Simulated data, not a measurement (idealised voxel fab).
Process module heading - voxel quadruple lines
170 nm wide, 5 nm square cells: that's cross-section cut.
Notation: cross-section as square-cell grid; stated in bands, top first, going down; one or more cell rows per band. Within each band entry, the heights of the top and of the bottom of the band appear first, in that order and in nm; the materials of the band then follow from left to right, each with its corresponding width in nm. The designation "full width" on a single material indicates that it fills the band from edge to edge; the designation "air" indicates empty space. Height reference: 0 = level under which incoming wafer is all one material. Lowest band: no bottom, runs on downward, e.g. "0 nm and below". A width such as "30 to 40" changes by the same amount from each row of cells to the next, from the band's top row to its bottom row. Reading "no modification" for a step: not a cell of the cross-section changed in it. So "Listed closed voids" is basically the list of trapped voids: any empty space of 8 cells or more that can't reach the top through an opening. They're written width x height at distance, the distance being from the left edge, and it's all nm. It should be noted that, on the line of a given step, the content following the step's settings is a remark produced by the simulator itself with respect to that step. overlay nm: how far to the right of its planned place the mask lay on this masked step (negative: to the left). Each pair below shows a cross-section before one step and the cross-section after it, down to the lowest band that changed. The line under each pair gives the step between them, with its settings. The pairs can come from different runs of this module on the same starting wafer, so a pair continues from the pair above only where its "Pre-processing view" says so.

Pre-processing view:
- 0 nm and below: Si full width
- Listed closed voids: none

Cross-Section After Step:
- 10 nm to 0 nm: Ru full width
- For the remainder of the cross-section, below 0, there is no change.
- Listed closed voids: none
The transition between the preceding cross-sections is accomplished by CONFORMAL_DEP (material Ru; thk nm 10)

Pre-processing view: carried over from the after image of the pair right above.

Cross-Section After Step:
- 25 nm to 0 nm: Ru full width
- For the remainder of the cross-section, below 0, there is no change.
- Listed closed voids: none
The transition between the preceding cross-sections is accomplished by DIRECTIONAL_DEP (material Ru; thk nm 15)

Pre-processing view: carried over from the after image of the pair right above.

Cross-Section After Step:
- 45 nm to 25 nm: polySi full width
- For the remainder of the cross-section, below 25, there is no change.
- Listed closed voids: none
The transition between the preceding cross-sections is accomplished by DIRECTIONAL_DEP (material polySi; thk nm 20)

Pre-processing view: carried over from the after image of the pair right above.

Cross-Section After Step:
- 70 nm to 45 nm: aC full width
- For the remainder of the cross-section, below 45, there is no change.
- Listed closed voids: none
The transition between the preceding cross-sections is accomplished by DIRECTIONAL_DEP (material aC; thk nm 25)

Pre-processing view: carried over from the after image of the pair right above.

Cross-Section After Step:
- 100 nm to 70 nm: air (70); resist (30); air (70)
- For the remainder of the cross-section, below 70, there is no change.
- Listed closed voids: none
The transition between the preceding cross-sections is accomplished by PATTERN (tone cover; mask id MANDREL; material resist; width nm 30; thk nm 30; overlay nm 0)

Pre-processing view: carried over from the after image of the pair right above.

Cross-Section After Step:
- 75 nm to 70 nm: air (70); resist (30); air (70)
- 70 nm to 45 nm: air (70); aC (30); air (70)
- For the remainder of the cross-section, below 45, there is no change.
- Listed closed voids: none
The transition between the preceding cross-sections is accomplished by DIRECTIONAL_ETCH (etch materials aC; depth nm 25)

Pre-processing view: carried over from the after image of the pair right above.

Cross-Section After Step:
- 70 nm to 45 nm: air (70); aC (30); air (70)
- For the remainder of the cross-section, below 45, there is no change.
- Listed closed voids: none
The transition between the preceding cross-sections is accomplished by STRIP (etch materials resist)

Pre-processing view: carried over from the after image of the pair right above.

Cross-Section After Step:
- 80 nm to 70 nm: air (60); SiO2 (50); air (60)
- 70 nm to 55 nm: air (60); SiO2 (10); aC (30); SiO2 (10); air (60)
- 55 nm to 45 nm: SiO2 (70); aC (30); SiO2 (70)
- For the remainder of the cross-section, below 45, there is no change.
- Listed closed voids: none
The transition between the preceding cross-sections is accomplished by CONFORMAL_DEP (material SiO2; thk nm 10)

Pre-processing view: carried over from the after image of the pair right above.

Cross-Section After Step:
- 70 nm to 45 nm: air (60); SiO2 (10); aC (30); SiO2 (10); air (60)
- For the remainder of the cross-section, below 45, there is no change.
- Listed closed voids: none
The transition between the preceding cross-sections is accomplished by DIRECTIONAL_ETCH (etch materials SiO2; depth nm 10)

Pre-processing view: carried over from the after image of the pair right above.

Cross-Section After Step:
- 70 nm to 45 nm: air (60); SiO2 (10); air (30); SiO2 (10); air (60)
- For the remainder of the cross-section, below 45, there is no change.
- Listed closed voids: none
The transition between the preceding cross-sections is accomplished by STRIP (etch materials aC)

Pre-processing view: carried over from the after image of the pair right above.

Cross-Section After Step:
- 70 nm to 45 nm: air (60); SiO2 (10); air (30); SiO2 (10); air (60)
- 45 nm to 25 nm: air (60); polySi (10); air (30); polySi (10); air (60)
- For the remainder of the cross-section, below 25, there is no change.
- Listed closed voids: none
The transition between the preceding cross-sections is accomplished by DIRECTIONAL_ETCH (etch materials polySi; depth nm 20)

Pre-processing view: carried over from the after image of the pair right above.

Cross-Section After Step:
- 45 nm to 25 nm: air (60); polySi (10); air (30); polySi (10); air (60)
- For the remainder of the cross-section, below 25, there is no change.
- Listed closed voids: none
The transition between the preceding cross-sections is accomplished by STRIP (etch materials SiO2)

Pre-processing view: carried over from the after image of the pair right above.

Cross-Section After Step:
- 55 nm to 45 nm: air (50); SiN (30); air (10); SiN (30); air (50)
- 45 nm to 35 nm: air (50); SiN (10); polySi (10); SiN (10); air (10); SiN (10); polySi (10); SiN (10); air (50)
- 35 nm to 25 nm: SiN (60); polySi (10); SiN (30); polySi (10); SiN (60)
- For the remainder of the cross-section, below 25, there is no change.
- Listed closed voids: none
The transition between the preceding cross-sections is accomplished by CONFORMAL_DEP (material SiN; thk nm 10)

Pre-processing view: carried over from the after image of the pair right above.

Cross-Section After Step:
- 45 nm to 25 nm: air (50); SiN (10); polySi (10); SiN (10); air (10); SiN (10); polySi (10); SiN (10); air (50)
- For the remainder of the cross-section, below 25, there is no change.
- Listed closed voids: none
The transition between the preceding cross-sections is accomplished by DIRECTIONAL_ETCH (etch materials SiN; depth nm 10)

Pre-processing view: carried over from the after image of the pair right above.

Cross-Section After Step:
- 45 nm to 25 nm: air (50); SiN (10); air (10); SiN (10); air (10); SiN (10); air (10); SiN (10); air (50)
- For the remainder of the cross-section, below 25, there is no change.
- Listed closed voids: none
The transition between the preceding cross-sections is accomplished by STRIP (etch materials polySi)

Pre-processing view: carried over from the after image of the pair right above.

Cross-Section After Step:
- 45 nm to 25 nm: air (50); SiN (10); air (10); SiN (10); air (10); SiN (10); air (10); SiN (10); air (50)
- 25 nm to 10 nm: air (50); Ru (10); air (10); Ru (10); air (10); Ru (10); air (10); Ru (10); air (50)
- For the remainder of the cross-section, below 10, there is no change.
- Listed closed voids: none
The transition between the preceding cross-sections is accomplished by DIRECTIONAL_ETCH (etch materials Ru; depth nm 15)

Pre-processing view: carried over from the after image of the pair right above.

Cross-Section After Step:
- 25 nm to 10 nm: air (50); Ru (10); air (10); Ru (10); air (10); Ru (10); air (10); Ru (10); air (50)
- For the remainder of the cross-section, below 10, there is no change.
- Listed closed voids: none
The transition between the preceding cross-sections is accomplished by STRIP (etch materials SiN)

Pre-processing view: carried over from the after image of the pair right above.

Cross-Section After Step:
- 35 nm to 25 nm: SiO2 full width
- 25 nm to 10 nm: SiO2 (50); Ru (10); SiO2 (10); Ru (10); SiO2 (10); Ru (10); SiO2 (10); Ru (10); SiO2 (50)
- For the remainder of the cross-section, below 10, there is no change.
- Listed closed voids: none
The transition between the preceding cross-sections is accomplished by FILL_DEP (material SiO2; thk nm 10)

Pre-processing view: carried over from the after image of the pair right above.

Cross-Section After Step:
- 25 nm to 10 nm: SiO2 (50); Ru (10); SiO2 (10); Ru (10); SiO2 (10); Ru (10); SiO2 (10); Ru (10); SiO2 (50)
- For the remainder of the cross-section, below 10, there is no change.
- Listed closed voids: none
The transition between the preceding cross-sections is accomplished by CMP (height nm 25)

Pre-processing view:
- 70 nm to 45 nm: aC full width
- 45 nm to 25 nm: polySi full width
- 25 nm to 10 nm: Ru full width
- 10 nm to 0 nm: Al2O3 full width
- 0 nm and below: Si full width
- Listed closed voids: none

Cross-Section After Step:
- 100 nm to 70 nm: resist (70); air (30); resist (70)
- For the remainder of the cross-section, below 70, there is no change.
- Listed closed voids: none
The transition between the preceding cross-sections is accomplished by PATTERN (tone open; mask id MANDREL; material resist; width nm 30; thk nm 30; overlay nm 0)

Pre-processing view: carried over from the after image of the pair right above.

Cross-Section After Step:
- 75 nm to 70 nm: resist (70); air (30); resist (70)
- 70 nm to 45 nm: aC (70); air (30); aC (70)
- For the remainder of the cross-section, below 45, there is no change.
- Listed closed voids: none
The transition between the preceding cross-sections is accomplished by DIRECTIONAL_ETCH (etch materials aC; depth nm 25)

Pre-processing view: carried over from the after image of the pair right above.

Cross-Section After Step:
- 70 nm to 45 nm: aC (70); air (30); aC (70)
- For the remainder of the cross-section, below 45, there is no change.
- Listed closed voids: none
The transition between the preceding cross-sections is accomplished by STRIP (etch materials resist)

Pre-processing view: carried over from the after image of the pair right above.

Cross-Section After Step:
- 80 nm to 70 nm: SiO2 (80); air (10); SiO2 (80)
- 70 nm to 55 nm: aC (70); SiO2 (10); air (10); SiO2 (10); aC (70)
- 55 nm to 45 nm: aC (70); SiO2 (30); aC (70)
- For the remainder of the cross-section, below 45, there is no change.
- Listed closed voids: none
The transition between the preceding cross-sections is accomplished by CONFORMAL_DEP (material SiO2; thk nm 10)

Pre-processing view: carried over from the after image of the pair right above.

Cross-Section After Step:
- 70 nm to 45 nm: aC (70); SiO2 (10); air (10); SiO2 (10); aC (70)
- For the remainder of the cross-section, below 45, there is no change.
- Listed closed voids: none
The transition between the preceding cross-sections is accomplished by DIRECTIONAL_ETCH (etch materials SiO2; depth nm 10)

Pre-processing view: carried over from the after image of the pair right above.

Cross-Section After Step:
- 70 nm to 45 nm: air (70); SiO2 (10); air (10); SiO2 (10); air (70)
- For the remainder of the cross-section, below 45, there is no change.
- Listed closed voids: none
The transition between the preceding cross-sections is accomplished by STRIP (etch materials aC)

Pre-processing view: carried over from the after image of the pair right above.

Cross-Section After Step:
- 70 nm to 45 nm: air (70); SiO2 (10); air (10); SiO2 (10); air (70)
- 45 nm to 25 nm: air (70); polySi (10); air (10); polySi (10); air (70)
- For the remainder of the cross-section, below 25, there is no change.
- Listed closed voids: none
The transition between the preceding cross-sections is accomplished by DIRECTIONAL_ETCH (etch materials polySi; depth nm 20)

Pre-processing view: carried over from the after image of the pair right above.

Cross-Section After Step:
- 45 nm to 25 nm: air (70); polySi (10); air (10); polySi (10); air (70)
- For the remainder of the cross-section, below 25, there is no change.
- Listed closed voids: none
The transition between the preceding cross-sections is accomplished by STRIP (etch materials SiO2)

Pre-processing view: carried over from the after image of the pair right above.

Cross-Section After Step:
- 55 nm to 45 nm: air (60); SiN (50); air (60)
- 45 nm to 35 nm: air (60); SiN (10); polySi (10); SiN (10); polySi (10); SiN (10); air (60)
- 35 nm to 25 nm: SiN (70); polySi (10); SiN (10); polySi (10); SiN (70)
- For the remainder of the cross-section, below 25, there is no change.
- Listed closed voids: none
The transition between the preceding cross-sections is accomplished by CONFORMAL_DEP (material SiN; thk nm 10)

Pre-processing view: carried over from the after image of the pair right above.

Cross-Section After Step:
- 45 nm to 25 nm: air (60); SiN (10); polySi (10); SiN (10); polySi (10); SiN (10); air (60)
- For the remainder of the cross-section, below 25, there is no change.
- Listed closed voids: none
The transition between the preceding cross-sections is accomplished by DIRECTIONAL_ETCH (etch materials SiN; depth nm 10)

Pre-processing view: carried over from the after image of the pair right above.

Cross-Section After Step:
- 45 nm to 25 nm: air (60); SiN (10); air (10); SiN (10); air (10); SiN (10); air (60)
- For the remainder of the cross-section, below 25, there is no change.
- Listed closed voids: none
The transition between the preceding cross-sections is accomplished by STRIP (etch materials polySi)

Pre-processing view: carried over from the after image of the pair right above.

Cross-Section After Step:
- 45 nm to 25 nm: air (60); SiN (10); air (10); SiN (10); air (10); SiN (10); air (60)
- 25 nm to 10 nm: air (60); Ru (10); air (10); Ru (10); air (10); Ru (10); air (60)
- For the remainder of the cross-section, below 10, there is no change.
- Listed closed voids: none
The transition between the preceding cross-sections is accomplished by DIRECTIONAL_ETCH (etch materials Ru; depth nm 15)

Pre-processing view: carried over from the after image of the pair right above.

Cross-Section After Step:
- 25 nm to 10 nm: air (60); Ru (10); air (10); Ru (10); air (10); Ru (10); air (60)
- For the remainder of the cross-section, below 10, there is no change.
- Listed closed voids: none
The transition between the preceding cross-sections is accomplished by STRIP (etch materials SiN)

Pre-processing view: carried over from the after image of the pair right above.

Cross-Section After Step:
- 35 nm to 25 nm: SiO2 full width
- 25 nm to 10 nm: SiO2 (60); Ru (10); SiO2 (10); Ru (10); SiO2 (10); Ru (10); SiO2 (60)
- For the remainder of the cross-section, below 10, there is no change.
- Listed closed voids: none
The transition between the preceding cross-sections is accomplished by FILL_DEP (material SiO2; thk nm 10)

Pre-processing view: carried over from the after image of the pair right above.

Cross-Section After Step:
- 25 nm to 10 nm: SiO2 (60); Ru (10); SiO2 (10); Ru (10); SiO2 (10); Ru (10); SiO2 (60)
- For the remainder of the cross-section, below 10, there is no change.
- Listed closed voids: none
The transition between the preceding cross-sections is accomplished by CMP (height nm 25)
